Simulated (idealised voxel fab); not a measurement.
The process module presented herein is designated voxel ribs on slabs.
Square cell edge 5 nm, section width 210 nm, ID cut.
A cross-section is a grid of square cells, given in bands from the top down. A band is one or more rows of cells.
Top height, bottom height, nm. Materials left to right, width each, nm. Single material + "everywhere" = fills band edge to edge. "blank" = empty.
A quick word on heights: they are counted from 0, and under that level the wafer as it came to us is one material throughout. The lowest band is different from the rest in having no bottom; it simply continues downward, written as in "0 down".
You'd read "30 to 40" like this: the band's top row of cells is as wide as the first number, its bottom row is as wide as the second, and going down, every row changes width by the same amount as the row before did.
When a step is marked "no change occurred", none of the cells in the cross-section changed during that step.
Closed empty spaces (no open way to the top) of 8 cells or more are what "Unvented internal voids" lists, each as width x height at distance from the left edge, nm for all three.
Past the settings on a step's line: simulator remark, on that step.
When a step includes a mask, the "overlay nm" setting on its line states how far to the right of its planned place that mask lay, and negative values state how far to the left.

## Planned step list for the process
1,RECEIVE with material Si
2,DIRECTIONAL_DEP with material SiO2, thk nm 20
3,DIRECTIONAL_DEP with material polySi, thk nm 15
4,PATTERN with tone cover, mask id RIB, material resist, width nm 15, thk nm 15, overlay nm 0
5,DIRECTIONAL_ETCH with etch materials polySi, depth nm 10
6,STRIP with etch materials resist
7,MASKED_ETCH with tone cover, mask id SLAB, width nm 65, etch materials polySi, depth nm 5, overlay nm 0
8,FILL_DEP with material SiO2, thk nm 15
9,CMP with height nm 45
10,DIRECTIONAL_DEP with material W, thk nm 10
11,DIRECTIONAL_DEP with material aC, thk nm 10
12,PATTERN with tone cover, mask id HEATER, material resist, width nm 25, thk nm 25, overlay nm 0
13,DIRECTIONAL_ETCH with etch materials aC, depth nm 10
14,STRIP with etch materials resist
15,DIRECTIONAL_ETCH with etch materials W, depth nm 10
16,STRIP with etch materials aC
17,CONFORMAL_DEP with material SiN, thk nm 5

## Step 1 complete: cross-section of the wafer as received
	0 down = Si everywhere
	Unvented internal voids: none

## What the wafer looks like in cross-section after this module, when it starts as shown above and follows the plan above but one mistake is made in running it
	60 to 55 = blank 85 nm / SiN 35 nm / blank 90 nm
	55 to 50 = blank 85 nm / SiN 5 nm / W 25 nm / SiN 5 nm / blank 90 nm
	50 to 45 = SiN 90 nm / W 25 nm / SiN 95 nm
	45 to 15 = SiO2 everywhere
	15 to 0 = polySi everywhere
	0 down = Si everywhere
	Unvented internal voids: none
Error vs. plan: order of steps 2 and 3 inverted relative to the plan
